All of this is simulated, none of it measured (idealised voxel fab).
This section sets out a process module, namely voxel self aligned vias.
Displayed cross-section: cut, width of 185 nm, square cells sized 5 nm.
This document writes a cross-section as a grid whose cells are square, and gives it as bands, listed from the top down; one or more rows of cells form a band. In this notation a band is specified by the heights of its top and bottom, in that order and in nm, after which its materials appear from left to right, each paired with its width in nm. The word "throughout" attached to a single material means that material fills the band from edge to edge; the word "air" stands for empty space. For the purposes of this specification, 0 denotes the height below which the wafer in its as-received condition is composed wholly of one material, and the lowermost band, lacking a lower limit, extends downward without end, as expressed in "from 0 down". Quick explanation for "30 to 40": the width changes in equal steps down the rows of cells, from the first number in the band's top row to the second number in its bottom row. A step reported as "all unchanged" is a step in which no cell of the cross-section changed. Under "Tabulated closed voids" you'll find the enclosed gaps, the ones with no way out to the top, that are 8 cells or bigger; each reads width x height at distance, with distance counted from the left edge, everything in nm. Where a step's line continues beyond its settings, the continuation is a remark by the simulator itself on that step. "overlay nm", when on a step's line for a step with a mask, measures how far to the right of its planned place the mask lay; a negative measure means to the left.

-- Process steps foreseen in the plan
1) RECEIVE with material Si
2) CONFORMAL_DEP with material SiO2, thk nm 15
3) CONFORMAL_DEP with material SiCN, thk nm 5
4) DIRECTIONAL_DEP with material SiO2, thk nm 30
5) DIRECTIONAL_DEP with material aC, thk nm 15
6) PATTERN with tone open, mask id LINES, material resist, width nm 30, pitch nm 70, thk nm 30, overlay nm 0
7) DIRECTIONAL_ETCH with etch materials aC, depth nm 15
8) STRIP with etch materials resist
9) DIRECTIONAL_ETCH with etch materials SiO2, depth nm 30
10) STRIP with etch materials aC
11) CONFORMAL_DEP with material TiN, thk nm 5
12) FILL_DEP with material W, thk nm 10
13) CMP with height nm 50
14) SELECTIVE_ETCH with etch materials W Ru TiN, depth nm 5
15) FILL_DEP with material SiN, thk nm 5
16) CMP with height nm 50
17) DIRECTIONAL_DEP with material SiO2, thk nm 15
18) MASKED_ETCH with tone open, mask id VIAS, width nm 40, pitch nm 70, etch materials SiO2, depth nm 15, overlay nm -15
19) MASKED_ETCH with tone open, mask id VIAS, width nm 40, pitch nm 70, etch materials SiN, depth nm 5, overlay nm 0
20) CONFORMAL_DEP with material TiN, thk nm 5
21) FILL_DEP with material W, thk nm 5
22) CMP with height nm 65
23) CONFORMAL_DEP with material SiCN, thk nm 5
What sets these wafers apart? The overlay nm at step 18. They all start alike, and the plan carries the first wafer's value.

-- As-received state after step 1, first of several wafers, cross-section
> from 0 down  Si throughout
> Tabulated closed voids: none

-- Per wafer, end of module: cells gained (+) or lost (-) per material since receipt, then closed voids
overlay nm -15 | +74 SiCN | +4 SiN | +324 SiO2 | +56 TiN | +60 W | Tabulated closed voids: none
overlay nm -10 | +74 SiCN | +2 SiN | +324 SiO2 | +56 TiN | +62 W | Tabulated closed voids: none
overlay nm -5 | +74 SiCN | +324 SiO2 | +56 TiN | +64 W | Tabulated closed voids: none
overlay nm 0 | +74 SiCN | +324 SiO2 | +56 TiN | +64 W | Tabulated closed voids: none
overlay nm 5 | +74 SiCN | +324 SiO2 | +56 TiN | +64 W | Tabulated closed voids: none
overlay nm 10 | +74 SiCN | +2 SiN | +324 SiO2 | +56 TiN | +62 W | Tabulated closed voids: none
overlay nm 15 | +74 SiCN | +4 SiN | +324 SiO2 | +56 TiN | +60 W | Tabulated closed voids: none
